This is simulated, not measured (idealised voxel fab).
The following process module bears the name voxel self aligned vias.
The width of the displayed cross-section, cut, is 235 nm; its cells are square, with a size of 5 nm.
Cross-section, as written here: a square-cell grid given band by band from the top down, where a band holds one or more rows of cells.
Band entry format. Leading values: height of top, height of bottom, nm. Remainder: materials in left-to-right order, each with its width in nm. Special words: "throughout" on a single material, which then fills the band edge to edge; "blank", empty space.
Basically, 0 is our baseline, since under it the wafer straight out of the box is all one material. The bottom band has no lower end and keeps on going down, so it looks like "top 0, no bottom".
It should be noted that a width expressed as "30 to 40" varies in equal increments from row to row of cells within the band, taking the value of the first number at the top row and that of the second number at the bottom row.
Reading "all unchanged" for a step: not a cell of the cross-section changed in it.
For the entry "Enclosed internal voids", the listed items are empty spaces with no open way to the top whose size is 8 cells or more; each item follows the pattern width x height at distance, where distance is from the left edge and all three are in nm.
It should be noted that, on the line of a given step, the content following the step's settings is a remark produced by the simulator itself with respect to that step.
Steps that use a mask can have "overlay nm" on their line. It says how far the mask sat to the right of where it was meant to be. Negative means to the left.
Layout of what follows: cross-section pairs, each bracketing one process step, the after cross-section shown only to the lowest band that changed, the step between and its settings noted under each pair. Pairs may originate in different runs of this module on the same starting wafer; a pair continues from the pair above only where its entry headed "Pre-process cross-section" says so.
PRE-PROCESS CROSS-SECTION
> top 95, bottom 60 | resist 70  blank 30  resist 135
> top 60, bottom 45 | aC throughout
> top 45, bottom 35 | SiO2 throughout
> top 35, bottom 25 | SiO2 75  SiN 20  SiO2 40  SiN 20  SiO2 80
> top 25, bottom 20 | SiO2 75  TiN 5  Ru 10  TiN 5  SiO2 40  TiN 5  Ru 10  TiN 5  SiO2 80
> top 20, bottom 15 | SiO2 75  TiN 20  SiO2 40  TiN 20  SiO2 80
> top 15, bottom 10 | SiCN throughout
> top 10, bottom 0 | SiO2 throughout
> top 0, no bottom | Si throughout
> Enclosed internal voids: none
CROSS-SECTION THEREAFTER
> top 80, bottom 60 | resist 70  blank 30  resist 135
> top 60, bottom 45 | aC 70  blank 30  aC 135
> Below 45, no change.
> Enclosed internal voids: none
Upper to lower cross-section via DIRECTIONAL_ETCH (etch materials aC; depth nm 15)
Pre-process cross-section: the state before this step is the cross-section shown after the step in the pair just above.
CROSS-SECTION THEREAFTER
> top 60, bottom 45 | aC 70  blank 30  aC 135
> Below 45, no change.
> Enclosed internal voids: none
Upper to lower cross-section via STRIP (etch materials resist)
Pre-process cross-section: the state before this step is the cross-section shown after the step in the pair just above.
CROSS-SECTION THEREAFTER
> top 60, bottom 45 | aC 70  blank 30  aC 135
> top 45, bottom 35 | SiO2 70  blank 30  SiO2 135
> top 35, bottom 25 | SiO2 70  blank 5  SiN 20  blank 5  SiO2 35  SiN 20  SiO2 80
> Below 25, no change.
> Enclosed internal voids: none
Upper to lower cross-section via DIRECTIONAL_ETCH (etch materials SiO2; depth nm 20)
Pre-process cross-section: the state before this step is the cross-section shown after the step in the pair just above.
CROSS-SECTION THEREAFTER
> top 60, bottom 45 | aC 70  blank 30  aC 135
> top 45, bottom 35 | SiO2 70  blank 30  SiO2 135
> top 35, bottom 25 | SiO2 70  blank 30  SiO2 35  SiN 20  SiO2 80
> Below 25, no change.
> Enclosed internal voids: none
Upper to lower cross-section via DIRECTIONAL_ETCH (etch materials SiN; depth nm 10)
Pre-process cross-section: the state before this step is the cross-section shown after the step in the pair just above.
CROSS-SECTION THEREAFTER
> top 45, bottom 35 | SiO2 70  blank 30  SiO2 135
> Below 35, no change.
> Enclosed internal voids: none
Upper to lower cross-section via STRIP (etch materials aC)
Pre-process cross-section: the state before this step is the cross-section shown after the step in the pair just above.
CROSS-SECTION THEREAFTER
> top 50, bottom 45 | TiN 75  blank 20  TiN 140
> top 45, bottom 35 | SiO2 70  TiN 5  blank 20  TiN 5  SiO2 135
> top 35, bottom 30 | SiO2 70  TiN 5  blank 20  TiN 5  SiO2 35  SiN 20  SiO2 80
> top 30, bottom 25 | SiO2 70  TiN 30  SiO2 35  SiN 20  SiO2 80
> Below 25, no change.
> Enclosed internal voids: none
Upper to lower cross-section via CONFORMAL_DEP (material TiN; thk nm 5)
Pre-process cross-section: the state before this step is the cross-section shown after the step in the pair just above.
CROSS-SECTION THEREAFTER
> top 55, bottom 50 | Ru throughout
> top 50, bottom 45 | TiN 75  Ru 20  TiN 140
> top 45, bottom 35 | SiO2 70  TiN 5  Ru 20  TiN 5  SiO2 135
> top 35, bottom 30 | SiO2 70  TiN 5  Ru 20  TiN 5  SiO2 35  SiN 20  SiO2 80
> Below 30, no change.
> Enclosed internal voids: none
Upper to lower cross-section via FILL_DEP (material Ru; thk nm 5)
Pre-process cross-section: the state before this step is the cross-section shown after the step in the pair just above.
CROSS-SECTION THEREAFTER
> top 60, bottom 55 | SiN throughout
> Below 55, no change.
> Enclosed internal voids: none
Upper to lower cross-section via CONFORMAL_DEP (material SiN; thk nm 5)
PRE-PROCESS CROSS-SECTION
> top 35, bottom 15 | SiO2 throughout
> top 15, bottom 10 | SiCN throughout
> top 10, bottom 0 | SiO2 throughout
> top 0, no bottom | Si throughout
> Enclosed internal voids: none
CROSS-SECTION THEREAFTER
> top 55, bottom 35 | resist 80  blank 15  resist 45  blank 15  resist 80
> Below 35, no change.
> Enclosed internal voids: none
Upper to lower cross-section via PATTERN (tone open; mask id LINES; material resist; width nm 15; pitch nm 60; thk nm 20; overlay nm 0)
Pre-process cross-section: the state before this step is the cross-section shown after the step in the pair just above.
CROSS-SECTION THEREAFTER
> top 55, bottom 35 | resist 80  blank 15  resist 45  blank 15  resist 80
> top 35, bottom 15 | SiO2 80  blank 15  SiO2 45  blank 15  SiO2 80
> Below 15, no change.
> Enclosed internal voids: none
Upper to lower cross-section via DIRECTIONAL_ETCH (etch materials SiO2; depth nm 20)
Pre-process cross-section: the state before this step is the cross-section shown after the step in the pair just above.
CROSS-SECTION THEREAFTER
> top 35, bottom 15 | SiO2 80  blank 15  SiO2 45  blank 15  SiO2 80
> Below 15, no change.
> Enclosed internal voids: none
Upper to lower cross-section via STRIP (etch materials resist)
Pre-process cross-section: the state before this step is the cross-section shown after the step in the pair just above.
CROSS-SECTION THEREAFTER
> top 40, bottom 35 | TiN 85  blank 5  TiN 55  blank 5  TiN 85
> top 35, bottom 20 | SiO2 80  TiN 5  blank 5  TiN 5  SiO2 45  TiN 5  blank 5  TiN 5  SiO2 80
> top 20, bottom 15 | SiO2 80  TiN 15  SiO2 45  TiN 15  SiO2 80
> Below 15, no change.
> Enclosed internal voids: none
Upper to lower cross-section via CONFORMAL_DEP (material TiN; thk nm 5)
Pre-process cross-section: the state before this step is the cross-section shown after the step in the pair just above.
CROSS-SECTION THEREAFTER
> top 45, bottom 40 | Ru throughout
> top 40, bottom 35 | TiN 85  Ru 5  TiN 55  Ru 5  TiN 85
> top 35, bottom 20 | SiO2 80  TiN 5  Ru 5  TiN 5  SiO2 45  TiN 5  Ru 5  TiN 5  SiO2 80
> Below 20, no change.
> Enclosed internal voids: none
Upper to lower cross-section via FILL_DEP (material Ru; thk nm 5)
Pre-process cross-section: the state before this step is the cross-section shown after the step in the pair just above.
CROSS-SECTION THEREAFTER
> top 35, bottom 20 | SiO2 80  TiN 5  Ru 5  TiN 5  SiO2 45  TiN 5  Ru 5  TiN 5  SiO2 80
> Below 20, no change.
> Enclosed internal voids: none
Upper to lower cross-section via CMP (height nm 35)
Pre-process cross-section: the state before this step is the cross-section shown after the step in the pair just above.
CROSS-SECTION THEREAFTER
> top 35, bottom 25 | SiO2 80  blank 15  SiO2 45  blank 15  SiO2 80
> Below 25, no change.
> Enclosed internal voids: none
Upper to lower cross-section via SELECTIVE_ETCH (etch materials W Ru TiN; depth nm 10)
Pre-process cross-section: the state before this step is the cross-section shown after the step in the pair just above.
CROSS-SECTION THEREAFTER
> top 40, bottom 35 | SiN throughout
> top 35, bottom 25 | SiO2 80  SiN 15  SiO2 45  SiN 15  SiO2 80
> Below 25, no change.
> Enclosed internal voids: none
Upper to lower cross-section via FILL_DEP (material SiN; thk nm 5)
Pre-process cross-section: the state before this step is the cross-section shown after the step in the pair just above.
CROSS-SECTION THEREAFTER
> top 35, bottom 25 | SiO2 80  SiN 15  SiO2 45  SiN 15  SiO2 80
> Below 25, no change.
> Enclosed internal voids: none
Upper to lower cross-section via CMP (height nm 35)
Pre-process cross-section: the state before this step is the cross-section shown after the step in the pair just above.
CROSS-SECTION THEREAFTER
> top 55, bottom 35 | SiO2 throughout
> Below 35, no change.
> Enclosed internal voids: none
Upper to lower cross-section via DIRECTIONAL_DEP (material SiO2; thk nm 20)
Pre-process cross-section: the state before this step is the cross-section shown after the step in the pair just above.
CROSS-SECTION THEREAFTER
> top 70, bottom 55 | aC throughout
> Below 55, no change.
> Enclosed internal voids: none
Upper to lower cross-section via DIRECTIONAL_DEP (material aC; thk nm 15)
Pre-process cross-section: the state before this step is the cross-section shown after the step in the pair just above.
CROSS-SECTION THEREAFTER
> top 105, bottom 70 | resist 70  blank 30  resist 135
> Below 70, no change.
> Enclosed internal voids: none
Upper to lower cross-section via PATTERN (tone open; mask id VIAS; material resist; width nm 30; thk nm 35; overlay nm 0)
Pre-process cross-section: the state before this step is the cross-section shown after the step in the pair just above.
CROSS-SECTION THEREAFTER
> top 90, bottom 70 | resist 70  blank 30  resist 135
> top 70, bottom 55 | aC 70  blank 30  aC 135
> Below 55, no change.
> Enclosed internal voids: none
Upper to lower cross-section via DIRECTIONAL_ETCH (etch materials aC; depth nm 15)
Pre-process cross-section: the state before this step is the cross-section shown after the step in the pair just above.
CROSS-SECTION THEREAFTER
> top 70, bottom 55 | aC 70  blank 30  aC 135
> Below 55, no change.
> Enclosed internal voids: none
Upper to lower cross-section via STRIP (etch materials resist)
Pre-process cross-section: the state before this step is the cross-section shown after the step in the pair just above.
CROSS-SECTION THEREAFTER
> top 70, bottom 55 | aC 70  blank 30  aC 135
> top 55, bottom 35 | SiO2 70  blank 30  SiO2 135
> Below 35, no change.
> Enclosed internal voids: none
Upper to lower cross-section via DIRECTIONAL_ETCH (etch materials SiO2; depth nm 20)
Pre-process cross-section: the state before this step is the cross-section shown after the step in the pair just above.
CROSS-SECTION THEREAFTER
> top 70, bottom 55 | aC 70  blank 30  aC 135
> top 55, bottom 35 | SiO2 70  blank 30  SiO2 135
> top 35, bottom 25 | SiO2 80  blank 15  SiO2 45  SiN 15  SiO2 80
> Below 25, no change.
> Enclosed internal voids: none
Upper to lower cross-section via DIRECTIONAL_ETCH (etch materials SiN; depth nm 10)
Pre-process cross-section: the state before this step is the cross-section shown after the step in the pair just above.
CROSS-SECTION THEREAFTER
> top 55, bottom 35 | SiO2 70  blank 30  SiO2 135
> Below 35, no change.
> Enclosed internal voids: none
Upper to lower cross-section via STRIP (etch materials aC)
Pre-process cross-section: the state before this step is the cross-section shown after the step in the pair just above.
CROSS-SECTION THEREAFTER
> top 60, bottom 55 | TiN 75  blank 20  TiN 140
> top 55, bottom 40 | SiO2 70  TiN 5  blank 20  TiN 5  SiO2 135
> top 40, bottom 35 | SiO2 70  TiN 15  blank 5  TiN 10  SiO2 135
> top 35, bottom 30 | SiO2 80  TiN 5  blank 5  TiN 5  SiO2 45  SiN 15  SiO2 80
> top 30, bottom 25 | SiO2 80  TiN 15  SiO2 45  SiN 15  SiO2 80
> Below 25, no change.
> Enclosed internal voids: none
Upper to lower cross-section via CONFORMAL_DEP (material TiN; thk nm 5)
Pre-process cross-section: the state before this step is the cross-section shown after the step in the pair just above.
CROSS-SECTION THEREAFTER
> top 65, bottom 60 | Ru throughout
> top 60, bottom 55 | TiN 75  Ru 20  TiN 140
> top 55, bottom 40 | SiO2 70  TiN 5  Ru 20  TiN 5  SiO2 135
> top 40, bottom 35 | SiO2 70  TiN 15  Ru 5  TiN 10  SiO2 135
> top 35, bottom 30 | SiO2 80  TiN 5  Ru 5  TiN 5  SiO2 45  SiN 15  SiO2 80
> Below 30, no change.
> Enclosed internal voids: none
Upper to lower cross-section via FILL_DEP (material Ru; thk nm 5)
Pre-process cross-section: the state before this step is the cross-section shown after the step in the pair just above.
CROSS-SECTION THEREAFTER
> top 55, bottom 40 | SiO2 70  TiN 5  Ru 20  TiN 5  SiO2 135
> Below 40, no change.
> Enclosed internal voids: none
Upper to lower cross-section via CMP (height nm 55)
Pre-process cross-section: the state before this step is the cross-section shown after the step in the pair just above.
CROSS-SECTION THEREAFTER
> top 60, bottom 55 | SiN throughout
> Below 55, no change.
> Enclosed internal voids: none
Upper to lower cross-section via CONFORMAL_DEP (material SiN; thk nm 5)
PRE-PROCESS CROSS-SECTION
> top 70, bottom 55 | aC throughout
> top 55, bottom 35 | SiO2 throughout
> top 35, bottom 25 | SiO2 75  SiN 20  SiO2 40  SiN 20  SiO2 80
> top 25, bottom 20 | SiO2 75  TiN 5  Ru 10  TiN 5  SiO2 40  TiN 5  Ru 10  TiN 5  SiO2 80
> top 20, bottom 15 | SiO2 75  TiN 20  SiO2 40  TiN 20  SiO2 80
> top 15, bottom 10 | SiCN throughout
> top 10, bottom 0 | SiO2 throughout
> top 0, no bottom | Si throughout
> Enclosed internal voids: none
CROSS-SECTION THEREAFTER
> top 105, bottom 70 | resist 60  blank 30  resist 145
> Below 70, no change.
> Enclosed internal voids: none
Upper to lower cross-section via PATTERN (tone open; mask id VIAS; material resist; width nm 30; thk nm 35; overlay nm -10)
Pre-process cross-section: the state before this step is the cross-section shown after the step in the pair just above.
CROSS-SECTION THEREAFTER
> top 90, bottom 70 | resist 60  blank 30  resist 145
> top 70, bottom 55 | aC 60  blank 30  aC 145
> Below 55, no change.
> Enclosed internal voids: none
Upper to lower cross-section via DIRECTIONAL_ETCH (etch materials aC; depth nm 15)
Pre-process cross-section: the state before this step is the cross-section shown after the step in the pair just above.
CROSS-SECTION THEREAFTER
> top 70, bottom 55 | aC 60  blank 30  aC 145
> Below 55, no change.
> Enclosed internal voids: none
Upper to lower cross-section via STRIP (etch materials resist)
Pre-process cross-section: the state before this step is the cross-section shown after the step in the pair just above.
CROSS-SECTION THEREAFTER
> top 70, bottom 55 | aC 60  blank 30  aC 145
> top 55, bottom 35 | SiO2 60  blank 30  SiO2 145
> Below 35, no change.
> Enclosed internal voids: none
Upper to lower cross-section via DIRECTIONAL_ETCH (etch materials SiO2; depth nm 20)
Pre-process cross-section: the state before this step is the cross-section shown after the step in the pair just above.
CROSS-SECTION THEREAFTER
> top 70, bottom 55 | aC 60  blank 30  aC 145
> top 55, bottom 35 | SiO2 60  blank 30  SiO2 145
> top 35, bottom 25 | SiO2 75  blank 15  SiN 5  SiO2 40  SiN 20  SiO2 80
> Below 25, no change.
> Enclosed internal voids: none
Upper to lower cross-section via DIRECTIONAL_ETCH (etch materials SiN; depth nm 10)
Pre-process cross-section: the state before this step is the cross-section shown after the step in the pair just above.
CROSS-SECTION THEREAFTER
> top 55, bottom 35 | SiO2 60  blank 30  SiO2 145
> Below 35, no change.
> Enclosed internal voids: none
Upper to lower cross-section via STRIP (etch materials aC)
Pre-process cross-section: the state before this step is the cross-section shown after the step in the pair just above.
CROSS-SECTION THEREAFTER
> top 60, bottom 55 | TiN 65  blank 20  TiN 150
> top 55, bottom 40 | SiO2 60  TiN 5  blank 20  TiN 5  SiO2 145
> top 40, bottom 35 | SiO2 60  TiN 20  blank 5  TiN 5  SiO2 145
> top 35, bottom 30 | SiO2 75  TiN 5  blank 5  TiN 5  SiN 5  SiO2 40  SiN 20  SiO2 80
> top 30, bottom 25 | SiO2 75  TiN 15  SiN 5  SiO2 40  SiN 20  SiO2 80
> Below 25, no change.
> Enclosed internal voids: none
Upper to lower cross-section via CONFORMAL_DEP (material TiN; thk nm 5)
Pre-process cross-section: the state before this step is the cross-section shown after the step in the pair just above.
CROSS-SECTION THEREAFTER
> top 65, bottom 60 | Ru throughout
> top 60, bottom 55 | TiN 65  Ru 20  TiN 150
> top 55, bottom 40 | SiO2 60  TiN 5  Ru 20  TiN 5  SiO2 145
> top 40, bottom 35 | SiO2 60  TiN 20  Ru 5  TiN 5  SiO2 145
> top 35, bottom 30 | SiO2 75  TiN 5  Ru 5  TiN 5  SiN 5  SiO2 40  SiN 20  SiO2 80
> Below 30, no change.
> Enclosed internal voids: none
Upper to lower cross-section via FILL_DEP (material Ru; thk nm 5)
Pre-process cross-section: the state before this step is the cross-section shown after the step in the pair just above.
CROSS-SECTION THEREAFTER
> top 55, bottom 40 | SiO2 60  TiN 5  Ru 20  TiN 5  SiO2 145
> Below 40, no change.
> Enclosed internal voids: none
Upper to lower cross-section via CMP (height nm 55)
Pre-process cross-section: the state before this step is the cross-section shown after the step in the pair just above.
CROSS-SECTION THEREAFTER
> top 60, bottom 55 | SiN throughout
> Below 55, no change.
> Enclosed internal voids: none
Upper to lower cross-section via CONFORMAL_DEP (material SiN; thk nm 5)
PRE-PROCESS CROSS-SECTION
> top 60, bottom 55 | TiN 75  blank 20  TiN 140
> top 55, bottom 40 | SiO2 70  TiN 5  blank 20  TiN 5  SiO2 135
> top 40, bottom 35 | SiO2 70  TiN 10  blank 10  TiN 10  SiO2 135
> top 35, bottom 30 | SiO2 75  TiN 5  blank 10  TiN 5  SiO2 40  SiN 20  SiO2 80
> top 30, bottom 25 | SiO2 75  TiN 20  SiO2 40  SiN 20  SiO2 80
> top 25, bottom 20 | SiO2 75  TiN 5  Ru 10  TiN 5  SiO2 40  TiN 5  Ru 10  TiN 5  SiO2 80
> top 20, bottom 15 | SiO2 75  TiN 20  SiO2 40  TiN 20  SiO2 80
> top 15, bottom 10 | SiCN throughout
> top 10, bottom 0 | SiO2 throughout
> top 0, no bottom | Si throughout
> Enclosed internal voids: none
CROSS-SECTION THEREAFTER
> top 65, bottom 60 | W throughout
> top 60, bottom 55 | TiN 75  W 20  TiN 140
> top 55, bottom 40 | SiO2 70  TiN 5  W 20  TiN 5  SiO2 135
> top 40, bottom 35 | SiO2 70  TiN 10  W 10  TiN 10  SiO2 135
> top 35, bottom 30 | SiO2 75  TiN 5  W 10  TiN 5  SiO2 40  SiN 20  SiO2 80
> Below 30, no change.
> Enclosed internal voids: none
Upper to lower cross-section via FILL_DEP (material W; thk nm 5)
Pre-process cross-section: the state before this step is the cross-section shown after the step in the pair just above.
CROSS-SECTION THEREAFTER
> top 55, bottom 40 | SiO2 70  TiN 5  W 20  TiN 5  SiO2 135
> Below 40, no change.
> Enclosed internal voids: none
Upper to lower cross-section via CMP (height nm 55)
Pre-process cross-section: the state before this step is the cross-section shown after the step in the pair just above.
CROSS-SECTION THEREAFTER
> top 60, bottom 55 | SiN throughout
> Below 55, no change.
> Enclosed internal voids: none
Upper to lower cross-section via CONFORMAL_DEP (material SiN; thk nm 5)
PRE-PROCESS CROSS-SECTION
> top 35, bottom 15 | SiO2 throughout
> top 15, bottom 10 | SiCN throughout
> top 10, bottom 0 | SiO2 throughout
> top 0, no bottom | Si throughout
> Enclosed internal voids: none
CROSS-SECTION THEREAFTER
> top 55, bottom 35 | blank 75  resist 20  blank 40  resist 20  blank 80
> Below 35, no change.
> Enclosed internal voids: none
Upper to lower cross-section via PATTERN (tone cover; mask id LINES; material resist; width nm 20; pitch nm 60; thk nm 20; overlay nm 0)
Pre-process cross-section: the state before this step is the cross-section shown after the step in the pair just above.
CROSS-SECTION THEREAFTER
> top 55, bottom 35 | blank 75  resist 20  blank 40  resist 20  blank 80
> top 35, bottom 15 | blank 75  SiO2 20  blank 40  SiO2 20  blank 80
> Below 15, no change.
> Enclosed internal voids: none
Upper to lower cross-section via DIRECTIONAL_ETCH (etch materials SiO2; depth nm 20)
Pre-process cross-section: the state before this step is the cross-section shown after the step in the pair just above.
CROSS-SECTION THEREAFTER
> top 35, bottom 15 | blank 75  SiO2 20  blank 40  SiO2 20  blank 80
> Below 15, no change.
> Enclosed internal voids: none
Upper to lower cross-section via STRIP (etch materials resist)
Pre-process cross-section: the state before this step is the cross-section shown after the step in the pair just above.
CROSS-SECTION THEREAFTER
> top 40, bottom 35 | blank 70  TiN 30  blank 30  TiN 30  blank 75
> top 35, bottom 20 | blank 70  TiN 5  SiO2 20  TiN 5  blank 30  TiN 5  SiO2 20  TiN 5  blank 75
> top 20, bottom 15 | TiN 75  SiO2 20  TiN 40  SiO2 20  TiN 80
> Below 15, no change.
> Enclosed internal voids: none
Upper to lower cross-section via CONFORMAL_DEP (material TiN; thk nm 5)
Pre-process cross-section: the state before this step is the cross-section shown after the step in the pair just above.
CROSS-SECTION THEREAFTER
> top 45, bottom 40 | Ru throughout
> top 40, bottom 35 | Ru 70  TiN 30  Ru 30  TiN 30  Ru 75
> top 35, bottom 20 | Ru 70  TiN 5  SiO2 20  TiN 5  Ru 30  TiN 5  SiO2 20  TiN 5  Ru 75
> Below 20, no change.
> Enclosed internal voids: none
Upper to lower cross-section via FILL_DEP (material Ru; thk nm 5)
Pre-process cross-section: the state before this step is the cross-section shown after the step in the pair just above.
CROSS-SECTION THEREAFTER
> top 35, bottom 20 | Ru 70  TiN 5  SiO2 20  TiN 5  Ru 30  TiN 5  SiO2 20  TiN 5  Ru 75
> Below 20, no change.
> Enclosed internal voids: none
Upper to lower cross-section via CMP (height nm 35)
Pre-process cross-section: the state before this step is the cross-section shown after the step in the pair just above.
CROSS-SECTION THEREAFTER
> top 35, bottom 25 | blank 75  SiO2 20  blank 40  SiO2 20  blank 80
> Below 25, no change.
> Enclosed internal voids: none
Upper to lower cross-section via SELECTIVE_ETCH (etch materials W Ru TiN; depth nm 10)
Pre-process cross-section: the state before this step is the cross-section shown after the step in the pair just above.
CROSS-SECTION THEREAFTER
> top 40, bottom 35 | SiN throughout
> top 35, bottom 25 | SiN 75  SiO2 20  SiN 40  SiO2 20  SiN 80
> Below 25, no change.
> Enclosed internal voids: none
Upper to lower cross-section via FILL_DEP (material SiN; thk nm 5)
Pre-process cross-section: the state before this step is the cross-section shown after the step in the pair just above.
CROSS-SECTION THEREAFTER
> top 35, bottom 25 | SiN 75  SiO2 20  SiN 40  SiO2 20  SiN 80
> Below 25, no change.
> Enclosed internal voids: none
Upper to lower cross-section via CMP (height nm 35)
Pre-process cross-section: the state before this step is the cross-section shown after the step in the pair just above.
CROSS-SECTION THEREAFTER
> top 55, bottom 35 | SiO2 throughout
> Below 35, no change.
> Enclosed internal voids: none
Upper to lower cross-section via DIRECTIONAL_DEP (material SiO2; thk nm 20)
Pre-process cross-section: the state before this step is the cross-section shown after the step in the pair just above.
CROSS-SECTION THEREAFTER
> top 70, bottom 55 | aC throughout
> Below 55, no change.
> Enclosed internal voids: none
Upper to lower cross-section via DIRECTIONAL_DEP (material aC; thk nm 15)
Pre-process cross-section: the state before this step is the cross-section shown after the step in the pair just above.
CROSS-SECTION THEREAFTER
> top 105, bottom 70 | resist 70  blank 30  resist 135
> Below 70, no change.
> Enclosed internal voids: none
Upper to lower cross-section via PATTERN (tone open; mask id VIAS; material resist; width nm 30; thk nm 35; overlay nm 0)
Pre-process cross-section: the state before this step is the cross-section shown after the step in the pair just above.
CROSS-SECTION THEREAFTER
> top 90, bottom 70 | resist 70  blank 30  resist 135
> top 70, bottom 55 | aC 70  blank 30  aC 135
> Below 55, no change.
> Enclosed internal voids: none
Upper to lower cross-section via DIRECTIONAL_ETCH (etch materials aC; depth nm 15)
Pre-process cross-section: the state before this step is the cross-section shown after the step in the pair just above.
CROSS-SECTION THEREAFTER
> top 70, bottom 55 | aC 70  blank 30  aC 135
> Below 55, no change.
> Enclosed internal voids: none
Upper to lower cross-section via STRIP (etch materials resist)
Pre-process cross-section: the state before this step is the cross-section shown after the step in the pair just above.
CROSS-SECTION THEREAFTER
> top 70, bottom 55 | aC 70  blank 30  aC 135
> top 55, bottom 35 | SiO2 70  blank 30  SiO2 135
> Below 35, no change.
> Enclosed internal voids: none
Upper to lower cross-section via DIRECTIONAL_ETCH (etch materials SiO2; depth nm 20)
Pre-process cross-section: the state before this step is the cross-section shown after the step in the pair just above.
CROSS-SECTION THEREAFTER
> top 70, bottom 55 | aC 70  blank 30  aC 135
> top 55, bottom 35 | SiO2 70  blank 30  SiO2 135
> top 35, bottom 25 | SiN 70  blank 5  SiO2 20  blank 5  SiN 35  SiO2 20  SiN 80
> Below 25, no change.
> Enclosed internal voids: none
Upper to lower cross-section via DIRECTIONAL_ETCH (etch materials SiN; depth nm 10)
Pre-process cross-section: the state before this step is the cross-section shown after the step in the pair just above.
CROSS-SECTION THEREAFTER
> top 55, bottom 35 | SiO2 70  blank 30  SiO2 135
> Below 35, no change.
> Enclosed internal voids: none
Upper to lower cross-section via STRIP (etch materials aC)
Pre-process cross-section: the state before this step is the cross-section shown after the step in the pair just above.
CROSS-SECTION THEREAFTER
> top 60, bottom 55 | TiN 75  blank 20  TiN 140
> top 55, bottom 40 | SiO2 70  TiN 5  blank 20  TiN 5  SiO2 135
> top 40, bottom 35 | SiO2 70  TiN 30  SiO2 135
> top 35, bottom 25 | SiN 70  TiN 5  SiO2 20  TiN 5  SiN 35  SiO2 20  SiN 80
> Below 25, no change.
> Enclosed internal voids: none
Upper to lower cross-section via CONFORMAL_DEP (material TiN; thk nm 5)
Pre-process cross-section: the state before this step is the cross-section shown after the step in the pair just above.
CROSS-SECTION THEREAFTER
> top 65, bottom 60 | Ru throughout
> top 60, bottom 55 | TiN 75  Ru 20  TiN 140
> top 55, bottom 40 | SiO2 70  TiN 5  Ru 20  TiN 5  SiO2 135
> Below 40, no change.
> Enclosed internal voids: none
Upper to lower cross-section via FILL_DEP (material Ru; thk nm 5)
Pre-process cross-section: the state before this step is the cross-section shown after the step in the pair just above.
CROSS-SECTION THEREAFTER
> top 55, bottom 40 | SiO2 70  TiN 5  Ru 20  TiN 5  SiO2 135
> Below 40, no change.
> Enclosed internal voids: none
Upper to lower cross-section via CMP (height nm 55)
Pre-process cross-section: the state before this step is the cross-section shown after the step in the pair just above.
CROSS-SECTION THEREAFTER
> top 60, bottom 55 | SiN throughout
> Below 55, no change.
> Enclosed internal voids: none
Upper to lower cross-section via CONFORMAL_DEP (material SiN; thk nm 5)
